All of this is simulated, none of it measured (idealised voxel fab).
Process module, titled voxel self aligned contacts
Cross-sectional view cut (width: 210 nm; square cell size: 5 nm).
Notation: cross-section as square-cell grid; stated in bands, top first, going down; one or more cell rows per band.
Top height, bottom height, nm. Materials left to right, width each, nm. Single material + "full width" = fills band edge to edge. "empty" = empty.
Zero point of the height axis is 0; under it, received wafer = one material. Lowest band: continues down indefinitely, "0 -> down".
The notation "30..40" denotes a width that varies across the rows of cells in the band, beginning at the first number in the top row, finishing at the second number in the bottom row, and changing by an identical amount from each row to the next.
Key: "nothing different" - step with no changed cell in the cross-section.
Listed in "Enclosed void inventory": every empty space of 8 or more cells without an open way to the top. Form: width x height at distance, the distance being from the left edge, all in nm.
Whatever follows a step's settings on its line is a remark the simulator itself makes about that step.
overlay nm: how far to the right of its planned place the mask lay on this masked step (negative: to the left).
Structure of the following material. The material consists of pairs of cross-sections. Each pair comprises the cross-section before one process step and the cross-section after that step, the latter shown only down to the lowest band that changed. The step between the cross-sections is specified beneath each pair, including its settings. Pairs are not necessarily consecutive: they may derive from different runs of this module performed on the same starting wafer. Continuity with the pair above is to be assumed only where the entry headed "Structure before processing" of the pair in question states it.

STRUCTURE BEFORE PROCESSING
  0 -> down = Si full width
  Enclosed void inventory: none

POST-STEP CROSS-SECTION
  5 -> 0 = SiO2 full width
  Nothing below the height 0 has changed.
  Enclosed void inventory: none
Relating the two cross-sections above, the step in between is CONFORMAL_DEP,material SiO2,thk nm 5

Structure before processing: check the pair just above; its after cross-section is our before state.

POST-STEP CROSS-SECTION
  35 -> 5 = polySi full width
  Nothing below the height 5 has changed.
  Enclosed void inventory: none
Relating the two cross-sections above, the step in between is DIRECTIONAL_DEP,material polySi,thk nm 30

Structure before processing: check the pair just above; its after cross-section is our before state.

POST-STEP CROSS-SECTION
  55 -> 35 = SiN full width
  Nothing below the height 35 has changed.
  Enclosed void inventory: none
Relating the two cross-sections above, the step in between is DIRECTIONAL_DEP,material SiN,thk nm 20

Structure before processing: check the pair just above; its after cross-section is our before state.

POST-STEP CROSS-SECTION
  70 -> 55 = empty 65, then resist 25, then empty 25, then resist 25, then empty 70
  Nothing below the height 55 has changed.
  Enclosed void inventory: none
Relating the two cross-sections above, the step in between is PATTERN,tone cover,mask id GATE,material resist,width nm 25,pitch nm 50,thk nm 15,overlay nm 0

Structure before processing: check the pair just above; its after cross-section is our before state.

POST-STEP CROSS-SECTION
  70 -> 55 = empty 65, then resist 25, then empty 25, then resist 25, then empty 70
  55 -> 35 = empty 65, then SiN 25, then empty 25, then SiN 25, then empty 70
  Nothing below the height 35 has changed.
  Enclosed void inventory: none
Relating the two cross-sections above, the step in between is DIRECTIONAL_ETCH,etch materials SiN,depth nm 20

Structure before processing: check the pair just above; its after cross-section is our before state.

POST-STEP CROSS-SECTION
  70 -> 55 = empty 65, then resist 25, then empty 25, then resist 25, then empty 70
  55 -> 35 = empty 65, then SiN 25, then empty 25, then SiN 25, then empty 70
  35 -> 5 = empty 65, then polySi 25, then empty 25, then polySi 25, then empty 70
  Nothing below the height 5 has changed.
  Enclosed void inventory: none
Relating the two cross-sections above, the step in between is DIRECTIONAL_ETCH,etch materials polySi,depth nm 30

Structure before processing: check the pair just above; its after cross-section is our before state.

POST-STEP CROSS-SECTION
  55 -> 35 = empty 65, then SiN 25, then empty 25, then SiN 25, then empty 70
  Nothing below the height 35 has changed.
  Enclosed void inventory: none
Relating the two cross-sections above, the step in between is STRIP,etch materials resist

Structure before processing: check the pair just above; its after cross-section is our before state.

POST-STEP CROSS-SECTION
  60 -> 35 = empty 60, then SiN 35, then empty 15, then SiN 35, then empty 65
  35 -> 10 = empty 60, then SiN 5, then polySi 25, then SiN 5, then empty 15, then SiN 5, then polySi 25, then SiN 5, then empty 65
  10 -> 5 = SiN 65, then polySi 25, then SiN 25, then polySi 25, then SiN 70
  Nothing below the height 5 has changed.
  Enclosed void inventory: none
Relating the two cross-sections above, the step in between is CONFORMAL_DEP,material SiN,thk nm 5

Structure before processing: check the pair just above; its after cross-section is our before state.

POST-STEP CROSS-SECTION
  55 -> 35 = empty 60, then SiN 35, then empty 15, then SiN 35, then empty 65
  35 -> 5 = empty 60, then SiN 5, then polySi 25, then SiN 5, then empty 15, then SiN 5, then polySi 25, then SiN 5, then empty 65
  Nothing below the height 5 has changed.
  Enclosed void inventory: none
Relating the two cross-sections above, the step in between is DIRECTIONAL_ETCH,etch materials SiN,depth nm 5

Structure before processing: check the pair just above; its after cross-section is our before state.

POST-STEP CROSS-SECTION
  65 -> 55 = SiO2 full width
  55 -> 35 = SiO2 60, then SiN 35, then SiO2 15, then SiN 35, then SiO2 65
  35 -> 5 = SiO2 60, then SiN 5, then polySi 25, then SiN 5, then SiO2 15, then SiN 5, then polySi 25, then SiN 5, then SiO2 65
  Nothing below the height 5 has changed.
  Enclosed void inventory: none
Relating the two cross-sections above, the step in between is FILL_DEP,material SiO2,thk nm 10

Structure before processing: check the pair just above; its after cross-section is our before state.

POST-STEP CROSS-SECTION
  60 -> 55 = SiO2 full width
  Nothing below the height 55 has changed.
  Enclosed void inventory: none
Relating the two cross-sections above, the step in between is CMP,height nm 60

Structure before processing: check the pair just above; its after cross-section is our before state.

POST-STEP CROSS-SECTION
  75 -> 60 = resist 85, then empty 35, then resist 90
  Nothing below the height 60 has changed.
  Enclosed void inventory: none
Relating the two cross-sections above, the step in between is PATTERN,tone open,mask id CONTACT,material resist,width nm 35,thk nm 15,overlay nm 0

Structure before processing: check the pair just above; its after cross-section is our before state.

POST-STEP CROSS-SECTION
  75 -> 60 = resist 85, then empty 35, then resist 90
  60 -> 55 = SiO2 85, then empty 35, then SiO2 90
  55 -> 35 = SiO2 60, then SiN 35, then empty 15, then SiN 35, then SiO2 65
  35 -> 5 = SiO2 60, then SiN 5, then polySi 25, then SiN 5, then empty 15, then SiN 5, then polySi 25, then SiN 5, then SiO2 65
  5 -> 0 = SiO2 95, then empty 15, then SiO2 100
  Nothing below the height 0 has changed.
  Enclosed void inventory: none
Relating the two cross-sections above, the step in between is DIRECTIONAL_ETCH,etch materials SiO2,depth nm 60

Structure before processing: check the pair just above; its after cross-section is our before state.

POST-STEP CROSS-SECTION
  60 -> 55 = SiO2 85, then empty 35, then SiO2 90
  Nothing below the height 55 has changed.
  Enclosed void inventory: none
Relating the two cross-sections above, the step in between is STRIP,etch materials resist

Structure before processing: check the pair just above; its after cross-section is our before state.

POST-STEP CROSS-SECTION
  65 -> 60 = TiN 90, then empty 25, then TiN 95
  60 -> 55 = SiO2 85, then TiN 15, then empty 5, then TiN 15, then SiO2 90
  55 -> 35 = SiO2 60, then SiN 35, then TiN 5, then empty 5, then TiN 5, then SiN 35, then SiO2 65
  35 -> 5 = SiO2 60, then SiN 5, then polySi 25, then SiN 5, then TiN 5, then empty 5, then TiN 5, then SiN 5, then polySi 25, then SiN 5, then SiO2 65
  5 -> 0 = SiO2 95, then TiN 15, then SiO2 100
  Nothing below the height 0 has changed.
  Enclosed void inventory: none
Relating the two cross-sections above, the step in between is CONFORMAL_DEP,material TiN,thk nm 5

Structure before processing: check the pair just above; its after cross-section is our before state.

POST-STEP CROSS-SECTION
  70 -> 65 = Ru full width
  65 -> 60 = TiN 90, then Ru 25, then TiN 95
  60 -> 55 = SiO2 85, then TiN 15, then Ru 5, then TiN 15, then SiO2 90
  55 -> 35 = SiO2 60, then SiN 35, then TiN 5, then Ru 5, then TiN 5, then SiN 35, then SiO2 65
  35 -> 5 = SiO2 60, then SiN 5, then polySi 25, then SiN 5, then TiN 5, then Ru 5, then TiN 5, then SiN 5, then polySi 25, then SiN 5, then SiO2 65
  Nothing below the height 5 has changed.
  Enclosed void inventory: none
Relating the two cross-sections above, the step in between is FILL_DEP,material Ru,thk nm 5

Structure before processing: check the pair just above; its after cross-section is our before state.

POST-STEP CROSS-SECTION
  60 -> 55 = SiO2 85, then TiN 15, then Ru 5, then TiN 15, then SiO2 90
  Nothing below the height 55 has changed.
  Enclosed void inventory: none
Relating the two cross-sections above, the step in between is CMP,height nm 60

Structure before processing: check the pair just above; its after cross-section is our before state.

POST-STEP CROSS-SECTION
  65 -> 60 = SiN full width
  Nothing below the height 60 has changed.
  Enclosed void inventory: none
Relating the two cross-sections above, the step in between is CONFORMAL_DEP,material SiN,thk nm 5

STRUCTURE BEFORE PROCESSING
  55 -> 35 = empty 65, then SiN 25, then empty 25, then SiN 25, then empty 70
  35 -> 5 = empty 65, then polySi 25, then empty 25, then polySi 25, then empty 70
  5 -> 0 = SiO2 full width
  0 -> down = Si full width
  Enclosed void inventory: none

POST-STEP CROSS-SECTION
  50 -> 35 = empty 65, then SiN 25, then empty 25, then SiN 25, then empty 70
  Nothing below the height 35 has changed.
  Enclosed void inventory: none
Relating the two cross-sections above, the step in between is DIRECTIONAL_ETCH,etch materials SiN,depth nm 5

Structure before processing: check the pair just above; its after cross-section is our before state.

POST-STEP CROSS-SECTION
  60 -> 50 = SiO2 full width
  50 -> 35 = SiO2 65, then SiN 25, then SiO2 25, then SiN 25, then SiO2 70
  35 -> 5 = SiO2 65, then polySi 25, then SiO2 25, then polySi 25, then SiO2 70
  Nothing below the height 5 has changed.
  Enclosed void inventory: none
Relating the two cross-sections above, the step in between is FILL_DEP,material SiO2,thk nm 10

Structure before processing: check the pair just above; its after cross-section is our before state.

POST-STEP CROSS-SECTION
  75 -> 60 = resist 85, then empty 35, then resist 90
  Nothing below the height 60 has changed.
  Enclosed void inventory: none
Relating the two cross-sections above, the step in between is PATTERN,tone open,mask id CONTACT,material resist,width nm 35,thk nm 15,overlay nm 0

Structure before processing: check the pair just above; its after cross-section is our before state.

POST-STEP CROSS-SECTION
  75 -> 60 = resist 85, then empty 35, then resist 90
  60 -> 50 = SiO2 85, then empty 35, then SiO2 90
  50 -> 35 = SiO2 65, then SiN 25, then empty 25, then SiN 25, then SiO2 70
  35 -> 5 = SiO2 65, then polySi 25, then empty 25, then polySi 25, then SiO2 70
  5 -> 0 = SiO2 90, then empty 25, then SiO2 95
  Nothing below the height 0 has changed.
  Enclosed void inventory: none
Relating the two cross-sections above, the step in between is DIRECTIONAL_ETCH,etch materials SiO2,depth nm 60

Structure before processing: check the pair just above; its after cross-section is our before state.

POST-STEP CROSS-SECTION
  60 -> 50 = SiO2 85, then empty 35, then SiO2 90
  Nothing below the height 50 has changed.
  Enclosed void inventory: none
Relating the two cross-sections above, the step in between is STRIP,etch materials resist

Structure before processing: check the pair just above; its after cross-section is our before state.

POST-STEP CROSS-SECTION
  65 -> 60 = TiN 90, then empty 25, then TiN 95
  60 -> 50 = SiO2 85, then TiN 5..10, then empty 25..15, then TiN 5..10, then SiO2 90
  50 -> 35 = SiO2 65, then SiN 25, then TiN 5, then empty 15, then TiN 5, then SiN 25, then SiO2 70
  35 -> 5 = SiO2 65, then polySi 25, then TiN 5, then empty 15, then TiN 5, then polySi 25, then SiO2 70
  5 -> 0 = SiO2 90, then TiN 25, then SiO2 95
  Nothing below the height 0 has changed.
  Enclosed void inventory: none
Relating the two cross-sections above, the step in between is CONFORMAL_DEP,material TiN,thk nm 5

Structure before processing: check the pair just above; its after cross-section is our before state.

POST-STEP CROSS-SECTION
  70 -> 65 = Ru full width
  65 -> 60 = TiN 90, then Ru 25, then TiN 95
  60 -> 50 = SiO2 85, then TiN 5..10, then Ru 25..15, then TiN 5..10, then SiO2 90
  50 -> 35 = SiO2 65, then SiN 25, then TiN 5, then Ru 15, then TiN 5, then SiN 25, then SiO2 70
  35 -> 5 = SiO2 65, then polySi 25, then TiN 5, then Ru 15, then TiN 5, then polySi 25, then SiO2 70
  Nothing below the height 5 has changed.
  Enclosed void inventory: none
Relating the two cross-sections above, the step in between is FILL_DEP,material Ru,thk nm 5

Structure before processing: check the pair just above; its after cross-section is our before state.

POST-STEP CROSS-SECTION
  60 -> 50 = SiO2 85, then TiN 5..10, then Ru 25..15, then TiN 5..10, then SiO2 90
  Nothing below the height 50 has changed.
  Enclosed void inventory: none
Relating the two cross-sections above, the step in between is CMP,height nm 60

Structure before processing: check the pair just above; its after cross-section is our before state.

POST-STEP CROSS-SECTION
  65 -> 60 = SiN full width
  Nothing below the height 60 has changed.
  Enclosed void inventory: none
Relating the two cross-sections above, the step in between is CONFORMAL_DEP,material SiN,thk nm 5

STRUCTURE BEFORE PROCESSING
  55 -> 35 = SiN full width
  35 -> 5 = polySi full width
  5 -> 0 = SiO2 full width
  0 -> down = Si full width
  Enclosed void inventory: none

POST-STEP CROSS-SECTION
  75 -> 35 = SiN full width
  Nothing below the height 35 has changed.
  Enclosed void inventory: none
Relating the two cross-sections above, the step in between is DIRECTIONAL_DEP,material SiN,thk nm 20

Structure before processing: check the pair just above; its after cross-section is our before state.

POST-STEP CROSS-SECTION
  90 -> 75 = empty 65, then resist 25, then empty 25, then resist 25, then empty 70
  Nothing below the height 75 has changed.
  Enclosed void inventory: none
Relating the two cross-sections above, the step in between is PATTERN,tone cover,mask id GATE,material resist,width nm 25,pitch nm 50,thk nm 15,overlay nm 0

Structure before processing: check the pair just above; its after cross-section is our before state.

POST-STEP CROSS-SECTION
  90 -> 75 = empty 65, then resist 25, then empty 25, then resist 25, then empty 70
  75 -> 55 = empty 65, then SiN 25, then empty 25, then SiN 25, then empty 70
  Nothing below the height 55 has changed.
  Enclosed void inventory: none
Relating the two cross-sections above, the step in between is DIRECTIONAL_ETCH,etch materials SiN,depth nm 20

Structure before processing: check the pair just above; its after cross-section is our before state.

POST-STEP CROSS-SECTION
  75 -> 55 = empty 65, then SiN 25, then empty 25, then SiN 25, then empty 70
  Nothing below the height 55 has changed.
  Enclosed void inventory: none
Relating the two cross-sections above, the step in between is STRIP,etch materials resist

Structure before processing: check the pair just above; its after cross-section is our before state.

POST-STEP CROSS-SECTION
  80 -> 60 = empty 60, then SiN 35, then empty 15, then SiN 35, then empty 65
  60 -> 35 = SiN full width
  Nothing below the height 35 has changed.
  Enclosed void inventory: none
Relating the two cross-sections above, the step in between is CONFORMAL_DEP,material SiN,thk nm 5

Structure before processing: check the pair just above; its after cross-section is our before state.

POST-STEP CROSS-SECTION
  75 -> 55 = empty 60, then SiN 35, then empty 15, then SiN 35, then empty 65
  Nothing below the height 55 has changed.
  Enclosed void inventory: none
Relating the two cross-sections above, the step in between is DIRECTIONAL_ETCH,etch materials SiN,depth nm 5

Structure before processing: check the pair just above; its after cross-section is our before state.

POST-STEP CROSS-SECTION
  85 -> 75 = SiO2 full width
  75 -> 55 = SiO2 60, then SiN 35, then SiO2 15, then SiN 35, then SiO2 65
  Nothing below the height 55 has changed.
  Enclosed void inventory: none
Relating the two cross-sections above, the step in between is FILL_DEP,material SiO2,thk nm 10

Structure before processing: check the pair just above; its after cross-section is our before state.

POST-STEP CROSS-SECTION
  60 -> 55 = SiO2 60, then SiN 35, then SiO2 15, then SiN 35, then SiO2 65
  Nothing below the height 55 has changed.
  Enclosed void inventory: none
Relating the two cross-sections above, the step in between is CMP,height nm 60

Structure before processing: check the pair just above; its after cross-section is our before state.

POST-STEP CROSS-SECTION
  75 -> 60 = resist 85, then empty 35, then resist 90
  Nothing below the height 60 has changed.
  Enclosed void inventory: none
Relating the two cross-sections above, the step in between is PATTERN,tone open,mask id CONTACT,material resist,width nm 35,thk nm 15,overlay nm 0

Structure before processing: check the pair just above; its after cross-section is our before state.

POST-STEP CROSS-SECTION
  75 -> 60 = resist 85, then empty 35, then resist 90
  60 -> 55 = SiO2 60, then SiN 35, then empty 15, then SiN 35, then SiO2 65
  Nothing below the height 55 has changed.
  Enclosed void inventory: none
Relating the two cross-sections above, the step in between is DIRECTIONAL_ETCH,etch materials SiO2,depth nm 60

Structure before processing: check the pair just above; its after cross-section is our before state.

POST-STEP CROSS-SECTION
  60 -> 55 = SiO2 60, then SiN 35, then empty 15, then SiN 35, then SiO2 65
  Nothing below the height 55 has changed.
  Enclosed void inventory: none
Relating the two cross-sections above, the step in between is STRIP,etch materials resist

Structure before processing: check the pair just above; its after cross-section is our before state.

POST-STEP CROSS-SECTION
  65 -> 60 = TiN 100, then empty 5, then TiN 105
  60 -> 55 = SiO2 60, then SiN 35, then TiN 15, then SiN 35, then SiO2 65
  Nothing below the height 55 has changed.
  Enclosed void inventory: none
Relating the two cross-sections above, the step in between is CONFORMAL_DEP,material TiN,thk nm 5

Structure before processing: check the pair just above; its after cross-section is our before state.

POST-STEP CROSS-SECTION
  70 -> 65 = Ru full width
  65 -> 60 = TiN 100, then Ru 5, then TiN 105
  Nothing below the height 60 has changed.
  Enclosed void inventory: none
Relating the two cross-sections above, the step in between is FILL_DEP,material Ru,thk nm 5

Structure before processing: check the pair just above; its after cross-section is our before state.

POST-STEP CROSS-SECTION
  60 -> 55 = SiO2 60, then SiN 35, then TiN 15, then SiN 35, then SiO2 65
  Nothing below the height 55 has changed.
  Enclosed void inventory: none
Relating the two cross-sections above, the step in between is CMP,height nm 60

Structure before processing: check the pair just above; its after cross-section is our before state.

POST-STEP CROSS-SECTION
  65 -> 60 = SiN full width
  Nothing below the height 60 has changed.
  Enclosed void inventory: none
Relating the two cross-sections above, the step in between is CONFORMAL_DEP,material SiN,thk nm 5

STRUCTURE BEFORE PROCESSING
  50 -> 35 = empty 65, then SiN 25, then empty 25, then SiN 25, then empty 70
  35 -> 5 = empty 65, then polySi 25, then empty 25, then polySi 25, then empty 70
  5 -> 0 = SiO2 full width
  0 -> down = Si full width
  Enclosed void inventory: none

POST-STEP CROSS-SECTION
  55 -> 35 = empty 60, then SiN 35, then empty 15, then SiN 35, then empty 65
  35 -> 10 = empty 60, then SiN 5, then polySi 25, then SiN 5, then empty 15, then SiN 5, then polySi 25, then SiN 5, then empty 65
  10 -> 5 = SiN 65, then polySi 25, then SiN 25, then polySi 25, then SiN 70
  Nothing below the height 5 has changed.
  Enclosed void inventory: none
Relating the two cross-sections above, the step in between is CONFORMAL_DEP,material SiN,thk nm 5

Structure before processing: check the pair just above; its after cross-section is our before state.

POST-STEP CROSS-SECTION
  65 -> 55 = SiO2 full width
  55 -> 35 = SiO2 60, then SiN 35, then SiO2 15, then SiN 35, then SiO2 65
  35 -> 10 = SiO2 60, then SiN 5, then polySi 25, then SiN 5, then SiO2 15, then SiN 5, then polySi 25, then SiN 5, then SiO2 65
  Nothing below the height 10 has changed.
  Enclosed void inventory: none
Relating the two cross-sections above, the step in between is FILL_DEP,material SiO2,thk nm 10

Structure before processing: check the pair just above; its after cross-section is our before state.

POST-STEP CROSS-SECTION
  60 -> 55 = SiO2 full width
  Nothing below the height 55 has changed.
  Enclosed void inventory: none
Relating the two cross-sections above, the step in between is CMP,height nm 60

Structure before processing: check the pair just above; its after cross-section is our before state.

POST-STEP CROSS-SECTION
  75 -> 60 = resist 85, then empty 35, then resist 90
  Nothing below the height 60 has changed.
  Enclosed void inventory: none
Relating the two cross-sections above, the step in between is PATTERN,tone open,mask id CONTACT,material resist,width nm 35,thk nm 15,overlay nm 0

Structure before processing: check the pair just above; its after cross-section is our before state.

POST-STEP CROSS-SECTION
  75 -> 60 = resist 85, then empty 35, then resist 90
  60 -> 55 = SiO2 85, then empty 35, then SiO2 90
  55 -> 35 = SiO2 60, then SiN 35, then empty 15, then SiN 35, then SiO2 65
  35 -> 10 = SiO2 60, then SiN 5, then polySi 25, then SiN 5, then empty 15, then SiN 5, then polySi 25, then SiN 5, then SiO2 65
  Nothing below the height 10 has changed.
  Enclosed void inventory: none
Relating the two cross-sections above, the step in between is DIRECTIONAL_ETCH,etch materials SiO2,depth nm 60

Structure before processing: check the pair just above; its after cross-section is our before state.

POST-STEP CROSS-SECTION
  60 -> 55 = SiO2 85, then empty 35, then SiO2 90
  Nothing below the height 55 has changed.
  Enclosed void inventory: none
Relating the two cross-sections above, the step in between is STRIP,etch materials resist

Structure before processing: check the pair just above; its after cross-section is our before state.

POST-STEP CROSS-SECTION
  65 -> 60 = TiN 90, then empty 25, then TiN 95
  60 -> 55 = SiO2 85, then TiN 15, then empty 5, then TiN 15, then SiO2 90
  55 -> 35 = SiO2 60, then SiN 35, then TiN 5, then empty 5, then TiN 5, then SiN 35, then SiO2 65
  35 -> 15 = SiO2 60, then SiN 5, then polySi 25, then SiN 5, then TiN 5, then empty 5, then TiN 5, then SiN 5, then polySi 25, then SiN 5, then SiO2 65
  15 -> 10 = SiO2 60, then SiN 5, then polySi 25, then SiN 5, then TiN 15, then SiN 5, then polySi 25, then SiN 5, then SiO2 65
  Nothing below the height 10 has changed.
  Enclosed void inventory: none
Relating the two cross-sections above, the step in between is CONFORMAL_DEP,material TiN,thk nm 5

Structure before processing: check the pair just above; its after cross-section is our before state.

POST-STEP CROSS-SECTION
  70 -> 65 = Ru full width
  65 -> 60 = TiN 90, then Ru 25, then TiN 95
  60 -> 55 = SiO2 85, then TiN 15, then Ru 5, then TiN 15, then SiO2 90
  55 -> 35 = SiO2 60, then SiN 35, then TiN 5, then Ru 5, then TiN 5, then SiN 35, then SiO2 65
  35 -> 15 = SiO2 60, then SiN 5, then polySi 25, then SiN 5, then TiN 5, then Ru 5, then TiN 5, then SiN 5, then polySi 25, then SiN 5, then SiO2 65
  Nothing below the height 15 has changed.
  Enclosed void inventory: none
Relating the two cross-sections above, the step in between is FILL_DEP,material Ru,thk nm 5

Structure before processing: check the pair just above; its after cross-section is our before state.

POST-STEP CROSS-SECTION
  60 -> 55 = SiO2 85, then TiN 15, then Ru 5, then TiN 15, then SiO2 90
  Nothing below the height 55 has changed.
  Enclosed void inventory: none
Relating the two cross-sections above, the step in between is CMP,height nm 60

Structure before processing: check the pair just above; its after cross-section is our before state.

POST-STEP CROSS-SECTION
  65 -> 60 = SiN full width
  Nothing below the height 60 has changed.
  Enclosed void inventory: none
Relating the two cross-sections above, the step in between is CONFORMAL_DEP,material SiN,thk nm 5

STRUCTURE BEFORE PROCESSING
  65 -> 55 = SiO2 full width
  55 -> 35 = SiO2 60, then SiN 35, then SiO2 15, then SiN 35, then SiO2 65
  35 -> 5 = SiO2 60, then SiN 5, then polySi 25, then SiN 5, then SiO2 15, then SiN 5, then polySi 25, then SiN 5, then SiO2 65
  5 -> 0 = SiO2 full width
  0 -> down = Si full width
  Enclosed void inventory: none

POST-STEP CROSS-SECTION
  55 -> 35 = SiO2 60, then SiN 35, then SiO2 15, then SiN 35, then SiO2 65
  Nothing below the height 35 has changed.
  Enclosed void inventory: none
Relating the two cross-sections above, the step in between is CMP,height nm 55

Structure before processing: check the pair just above; its after cross-section is our before state.

POST-STEP CROSS-SECTION
  70 -> 55 = resist 85, then empty 35, then resist 90
  Nothing below the height 55 has changed.
  Enclosed void inventory: none
Relating the two cross-sections above, the step in between is PATTERN,tone open,mask id CONTACT,material resist,width nm 35,thk nm 15,overlay nm 0

Structure before processing: check the pair just above; its after cross-section is our before state.

POST-STEP CROSS-SECTION
  70 -> 55 = resist 85, then empty 35, then resist 90
  55 -> 35 = SiO2 60, then SiN 35, then empty 15, then SiN 35, then SiO2 65
  35 -> 5 = SiO2 60, then SiN 5, then polySi 25, then SiN 5, then empty 15, then SiN 5, then polySi 25, then SiN 5, then SiO2 65
  5 -> 0 = SiO2 95, then empty 15, then SiO2 100
  Nothing below the height 0 has changed.
  Enclosed void inventory: none
Relating the two cross-sections above, the step in between is DIRECTIONAL_ETCH,etch materials SiO2,depth nm 60

Structure before processing: check the pair just above; its after cross-section is our before state.

POST-STEP CROSS-SECTION
  55 -> 35 = SiO2 60, then SiN 35, then empty 15, then SiN 35, then SiO2 65
  Nothing below the height 35 has changed.
  Enclosed void inventory: none
Relating the two cross-sections above, the step in between is STRIP,etch materials resist

Structure before processing: check the pair just above; its after cross-section is our before state.

POST-STEP CROSS-SECTION
  60 -> 55 = TiN 100, then empty 5, then TiN 105
  55 -> 35 = SiO2 60, then SiN 35, then TiN 5, then empty 5, then TiN 5, then SiN 35, then SiO2 65
  35 -> 5 = SiO2 60, then SiN 5, then polySi 25, then SiN 5, then TiN 5, then empty 5, then TiN 5, then SiN 5, then polySi 25, then SiN 5, then SiO2 65
  5 -> 0 = SiO2 95, then TiN 15, then SiO2 100
  Nothing below the height 0 has changed.
  Enclosed void inventory: none
Relating the two cross-sections above, the step in between is CONFORMAL_DEP,material TiN,thk nm 5

Structure before processing: check the pair just above; its after cross-section is our before state.

POST-STEP CROSS-SECTION
  65 -> 60 = Ru full width
  60 -> 55 = TiN 100, then Ru 5, then TiN 105
  55 -> 35 = SiO2 60, then SiN 35, then TiN 5, then Ru 5, then TiN 5, then SiN 35, then SiO2 65
  35 -> 5 = SiO2 60, then SiN 5, then polySi 25, then SiN 5, then TiN 5, then Ru 5, then TiN 5, then SiN 5, then polySi 25, then SiN 5, then SiO2 65
  Nothing below the height 5 has changed.
  Enclosed void inventory: none
Relating the two cross-sections above, the step in between is FILL_DEP,material Ru,thk nm 5

Structure before processing: check the pair just above; its after cross-section is our before state.

POST-STEP CROSS-SECTION
  60 -> 55 = TiN 100, then Ru 5, then TiN 105
  Nothing below the height 55 has changed.
  Enclosed void inventory: none
Relating the two cross-sections above, the step in between is CMP,height nm 60

Structure before processing: check the pair just above; its after cross-section is our before state.

POST-STEP CROSS-SECTION
  65 -> 60 = SiN full width
  Nothing below the height 60 has changed.
  Enclosed void inventory: none
Relating the two cross-sections above, the step in between is CONFORMAL_DEP,material SiN,thk nm 5

STRUCTURE BEFORE PROCESSING
  60 -> 55 = SiO2 full width
  55 -> 35 = SiO2 60, then SiN 35, then SiO2 15, then SiN 35, then SiO2 65
  35 -> 5 = SiO2 60, then SiN 5, then polySi 25, then SiN 5, then SiO2 15, then SiN 5, then polySi 25, then SiN 5, then SiO2 65
  5 -> 0 = SiO2 full width
  0 -> down = Si full width
  Enclosed void inventory: none

POST-STEP CROSS-SECTION
  75 -> 60 = resist 80, then empty 45, then resist 85
  Nothing below the height 60 has changed.
  Enclosed void inventory: none
Relating the two cross-sections above, the step in between is PATTERN,tone open,mask id CONTACT,material resist,width nm 45,thk nm 15,overlay nm 0

Structure before processing: check the pair just above; its after cross-section is our before state.

POST-STEP CROSS-SECTION
  75 -> 60 = resist 80, then empty 45, then resist 85
  60 -> 55 = SiO2 80, then empty 45, then SiO2 85
  55 -> 35 = SiO2 60, then SiN 35, then empty 15, then SiN 35, then SiO2 65
  35 -> 5 = SiO2 60, then SiN 5, then polySi 25, then SiN 5, then empty 15, then SiN 5, then polySi 25, then SiN 5, then SiO2 65
  5 -> 0 = SiO2 95, then empty 15, then SiO2 100
  Nothing below the height 0 has changed.
  Enclosed void inventory: none
Relating the two cross-sections above, the step in between is DIRECTIONAL_ETCH,etch materials SiO2,depth nm 60

Structure before processing: check the pair just above; its after cross-section is our before state.

POST-STEP CROSS-SECTION
  60 -> 55 = SiO2 80, then empty 45, then SiO2 85
  Nothing below the height 55 has changed.
  Enclosed void inventory: none
Relating the two cross-sections above, the step in between is STRIP,etch materials resist

Structure before processing: check the pair just above; its after cross-section is our before state.

POST-STEP CROSS-SECTION
  65 -> 60 = TiN 85, then empty 35, then TiN 90
  60 -> 55 = SiO2 80, then TiN 20, then empty 5, then TiN 20, then SiO2 85
  55 -> 35 = SiO2 60, then SiN 35, then TiN 5, then empty 5, then TiN 5, then SiN 35, then SiO2 65
  35 -> 5 = SiO2 60, then SiN 5, then polySi 25, then SiN 5, then TiN 5, then empty 5, then TiN 5, then SiN 5, then polySi 25, then SiN 5, then SiO2 65
  5 -> 0 = SiO2 95, then TiN 15, then SiO2 100
  Nothing below the height 0 has changed.
  Enclosed void inventory: none
Relating the two cross-sections above, the step in between is CONFORMAL_DEP,material TiN,thk nm 5

Structure before processing: check the pair just above; its after cross-section is our before state.

POST-STEP CROSS-SECTION
  70 -> 65 = Ru full width
  65 -> 60 = TiN 85, then Ru 35, then TiN 90
  60 -> 55 = SiO2 80, then TiN 20, then Ru 5, then TiN 20, then SiO2 85
  55 -> 35 = SiO2 60, then SiN 35, then TiN 5, then Ru 5, then TiN 5, then SiN 35, then SiO2 65
  35 -> 5 = SiO2 60, then SiN 5, then polySi 25, then SiN 5, then TiN 5, then Ru 5, then TiN 5, then SiN 5, then polySi 25, then SiN 5, then SiO2 65
  Nothing below the height 5 has changed.
  Enclosed void inventory: none
Relating the two cross-sections above, the step in between is FILL_DEP,material Ru,thk nm 5

Structure before processing: check the pair just above; its after cross-section is our before state.

POST-STEP CROSS-SECTION
  60 -> 55 = SiO2 80, then TiN 20, then Ru 5, then TiN 20, then SiO2 85
  Nothing below the height 55 has changed.
  Enclosed void inventory: none
Relating the two cross-sections above, the step in between is CMP,height nm 60

Structure before processing: check the pair just above; its after cross-section is our before state.

POST-STEP CROSS-SECTION
  65 -> 60 = SiN full width
  Nothing below the height 60 has changed.
  Enclosed void inventory: none
Relating the two cross-sections above, the step in between is CONFORMAL_DEP,material SiN,thk nm 5

STRUCTURE BEFORE PROCESSING
  55 -> 35 = SiN full width
  35 -> 5 = polySi full width
  5 -> 0 = SiO2 full width
  0 -> down = Si full width
  Enclosed void inventory: none

POST-STEP CROSS-SECTION
  70 -> 55 = empty 60, then resist 25, then empty 25, then resist 25, then empty 75
  Nothing below the height 55 has changed.
  Enclosed void inventory: none
Relating the two cross-sections above, the step in between is PATTERN,tone cover,mask id GATE,material resist,width nm 25,pitch nm 50,thk nm 15,overlay nm -5

Structure before processing: check the pair just above; its after cross-section is our before state.

POST-STEP CROSS-SECTION
  70 -> 55 = empty 60, then resist 25, then empty 25, then resist 25, then empty 75
  55 -> 35 = empty 60, then SiN 25, then empty 25, then SiN 25, then empty 75
  Nothing below the height 35 has changed.
  Enclosed void inventory: none
Relating the two cross-sections above, the step in between is DIRECTIONAL_ETCH,etch materials SiN,depth nm 20

Structure before processing: check the pair just above; its after cross-section is our before state.

POST-STEP CROSS-SECTION
  70 -> 55 = empty 60, then resist 25, then empty 25, then resist 25, then empty 75
  55 -> 35 = empty 60, then SiN 25, then empty 25, then SiN 25, then empty 75
  35 -> 5 = empty 60, then polySi 25, then empty 25, then polySi 25, then empty 75
  Nothing below the height 5 has changed.
  Enclosed void inventory: none
Relating the two cross-sections above, the step in between is DIRECTIONAL_ETCH,etch materials polySi,depth nm 30
